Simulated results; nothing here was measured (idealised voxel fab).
Name of the process module below: voxel lift off
Square cells of 5 nm make up the cross-section cut, whose width is 200 nm.
Cross-section, as written here: a square-cell grid given band by band from the top down, where a band holds one or more rows of cells. Band: top and bottom heights (nm) first, top before bottom; then materials from left to right, widths in nm. "edge to edge" marks a sole material filling the band edge to edge. "air" denotes empty space. Heights are reckoned from 0. Under this level, the received wafer is all of one material. The bottommost band is open-ended downward, for example "0..down". The width entry "30 to 40" should be interpreted row by row: the top row of cells in the band takes the first number, the bottom row takes the second number, and the change between adjacent rows is uniform throughout. The designation "no alterations made", where it is given for a processing step, indicates that no cell of the cross-section was altered in the course of that step. You'll see "Sealed void listing" listing empty spaces that have no way open to the top, as long as they're 8 cells or more; the notation is width x height at distance, where the distance is from the left edge, and all of it is in nm. Past the settings on a step's line: simulator remark, on that step. What "overlay nm" on a step's line means: if the step has a mask, that mask lay this far to the right of its planned place, or, when the value is negative, to the left.
-- Process steps - plan
1) op RECEIVE | material Si
2) op CONFORMAL_DEP | material SiN | thk nm 5
3) op PATTERN | tone open | mask id LINES | material resist | width nm 15 | pitch nm 40 | thk nm 30 | overlay nm 0
4) op DIRECTIONAL_DEP | material Ru | thk nm 15
5) op STRIP | etch materials resist
6) op CONFORMAL_DEP | material SiO2 | thk nm 10
For this document, wafers share an identical start and vary in the step 2 thk nm; the plan quotes the first wafer's value.
-- The first of several wafers in cross-section, exactly as it reached us after step 1
* 0..down = Si edge to edge
* Sealed void listing: none
-- Basically each wafer gets a line in the table, showing it at the end of the module: material by material, the cells it gained (+) or lost (-) since we got it, then its closed voids
thk nm 5, +18 Ru, +40 SiN, +104 SiO2, Sealed void listing: none
thk nm 10, +18 Ru, +80 SiN, +104 SiO2, Sealed void listing: none
thk nm 15, +18 Ru, +120 SiN, +104 SiO2, Sealed void listing: none
thk nm 20, +18 Ru, +160 SiN, +104 SiO2, Sealed void listing: none
thk nm 25, +18 Ru, +200 SiN, +104 SiO2, Sealed void listing: none
